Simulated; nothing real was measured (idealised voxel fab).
Documented hereafter: the process module known as voxel fin reveal.
The cross-section on display is named cut; it measures 155 nm wide, and its cells are 5 nm squares.
Think of the cross-section as a grid of square cells. We describe it in bands, top to bottom, and each band covers one or more rows of those cells.
This entry defines a band. It first specifies the height of the band's top and the height of its bottom in nm, and then specifies the band's materials from left to right, stating each material with its width in nm. The word "all across" identifies a single material that fills the band from edge to edge, while the word "empty" identifies empty space.
Height reference: 0 = level under which incoming wafer is all one material. Lowest band: no bottom, runs on downward, e.g. "0 nm and below".
The two numbers in a width such as "30..40" mark its ends across the band: the first belongs to the top row of cells, the second to the bottom row, and from each row to the next the width moves by the same amount.
"remains unaltered", as given for a step, is the statement that not any cell of the cross-section underwent a change during that step.
This entry, "Enclosed empty spaces", enumerates those empty regions of no fewer than 8 cells that possess no open connection to the top. Each region is reported in the form width x height at distance, the distance being taken from the left edge, with all three quantities expressed in nm.
If you see something after the settings on a step's line, that's the simulator's own remark about that step.
overlay nm: mask right of planned place by this much (step with mask). Neg. = left.
### Listed below are the process steps as planned
1) RECEIVE | material Si
2) CONFORMAL_DEP | material SiN | thk nm 5
3) DIRECTIONAL_DEP | material aC | thk nm 15
4) PATTERN | tone cover | mask id FINS | material resist | width nm 15 | pitch nm 40 | thk nm 35 | overlay nm 0
5) DIRECTIONAL_ETCH | etch materials aC | depth nm 15
6) STRIP | etch materials resist
7) DIRECTIONAL_ETCH | etch materials SiN | depth nm 5
8) DIRECTIONAL_ETCH | etch materials Si | depth nm 35
9) STRIP | etch materials aC
10) FILL_DEP | material SiO2 | thk nm 10
11) CMP | height nm 5
12) SELECTIVE_ETCH | etch materials SiO2 | depth nm 15
13) STRIP | etch materials SiN
14) CONFORMAL_DEP | material SiO2 | thk nm 5
### First wafer of two (run as planned)
### Cross-section, incoming material, after step 1
  0 nm and below | Si all across
  Enclosed empty spaces: none
### Upon completion of step 2, the wafer appears in cross-section as shown
  5 nm to 0 nm | SiN all across
  Lower than 0, everything is as it was.
### Upon completion of step 3, the wafer appears in cross-section as shown
  20 nm to 5 nm | aC all across
  Lower than 5, everything is as it was.
### Upon completion of step 4, the wafer appears in cross-section as shown
  55 nm to 20 nm | empty 50, resist 15, empty 25, resist 15, empty 50
  Lower than 20, everything is as it was.
### Upon completion of step 5, the wafer appears in cross-section as shown
  40 nm to 20 nm | empty 50, resist 15, empty 25, resist 15, empty 50
  20 nm to 5 nm | empty 50, aC 15, empty 25, aC 15, empty 50
  Lower than 5, everything is as it was.
### Upon completion of step 6, the wafer appears in cross-section as shown
  20 nm to 5 nm | empty 50, aC 15, empty 25, aC 15, empty 50
  Lower than 5, everything is as it was.
### Upon completion of step 7, the wafer appears in cross-section as shown
  20 nm to 5 nm | empty 50, aC 15, empty 25, aC 15, empty 50
  5 nm to 0 nm | empty 50, SiN 15, empty 25, SiN 15, empty 50
  Lower than 0, everything is as it was.
### Upon completion of step 8, the wafer appears in cross-section as shown
  20 nm to 5 nm | empty 50, aC 15, empty 25, aC 15, empty 50
  5 nm to 0 nm | empty 50, SiN 15, empty 25, SiN 15, empty 50
  0 nm to -35 nm | empty 50, Si 15, empty 25, Si 15, empty 50
  Lower than -35, everything is as it was.
### Upon completion of step 9, the wafer appears in cross-section as shown
  5 nm to 0 nm | empty 50, SiN 15, empty 25, SiN 15, empty 50
  Lower than 0, everything is as it was.
### Upon completion of step 10, the wafer appears in cross-section as shown
  15 nm to 5 nm | SiO2 all across
  5 nm to 0 nm | SiO2 50, SiN 15, SiO2 25, SiN 15, SiO2 50
  0 nm to -35 nm | SiO2 50, Si 15, SiO2 25, Si 15, SiO2 50
  Lower than -35, everything is as it was.
### Upon completion of step 11, the wafer appears in cross-section as shown
  5 nm to 0 nm | SiO2 50, SiN 15, SiO2 25, SiN 15, SiO2 50
  Lower than 0, everything is as it was.
### Upon completion of step 12, the wafer appears in cross-section as shown
  5 nm to 0 nm | empty 50, SiN 15, empty 25, SiN 15, empty 50
  0 nm to -10 nm | empty 50, Si 15, empty 25, Si 15, empty 50
  Lower than -10, everything is as it was.
### Upon completion of step 13, the wafer appears in cross-section as shown
  0 nm to -10 nm | empty 50, Si 15, empty 25, Si 15, empty 50
  Lower than -10, everything is as it was.
### Upon completion of step 14, the wafer appears in cross-section as shown
  5 nm to 0 nm | empty 45, SiO2 25, empty 15, SiO2 25, empty 45
  0 nm to -5 nm | empty 45, SiO2 5, Si 15, SiO2 5, empty 15, SiO2 5, Si 15, SiO2 5, empty 45
  -5 nm to -35 nm | SiO2 50, Si 15, SiO2 25, Si 15, SiO2 50
  Lower than -35, everything is as it was.
### For the second wafer, take the first wafer's start and plan, then add one mistake made in running it; everything through step 11, that step included, is shared with the first
### Second wafer shown in cross-section at the time step 12 was slated to end
  5 nm to 0 nm | empty 50, SiN 15, empty 25, SiN 15, empty 50
  0 nm to -25 nm | empty 50, Si 15, empty 25, Si 15, empty 50
  Lower than -25, everything is as it was.
### Second wafer shown in cross-section at the time step 13 was slated to end
  0 nm to -25 nm | empty 50, Si 15, empty 25, Si 15, empty 50
  Lower than -25, everything is as it was.
### Second wafer shown in cross-section at the time step 14 was slated to end
  5 nm to 0 nm | empty 45, SiO2 25, empty 15, SiO2 25, empty 45
  0 nm to -20 nm | empty 45, SiO2 5, Si 15, SiO2 5, empty 15, SiO2 5, Si 15, SiO2 5, empty 45
  -20 nm to -35 nm | SiO2 50, Si 15, SiO2 25, Si 15, SiO2 50
  Lower than -35, everything is as it was.
Heads up, the wafer didn't run the way we planned it: step 12 from the plan got run twice
Final wafer comparison in cells, second versus first, more or fewer per material: SiO2: 63 fewer
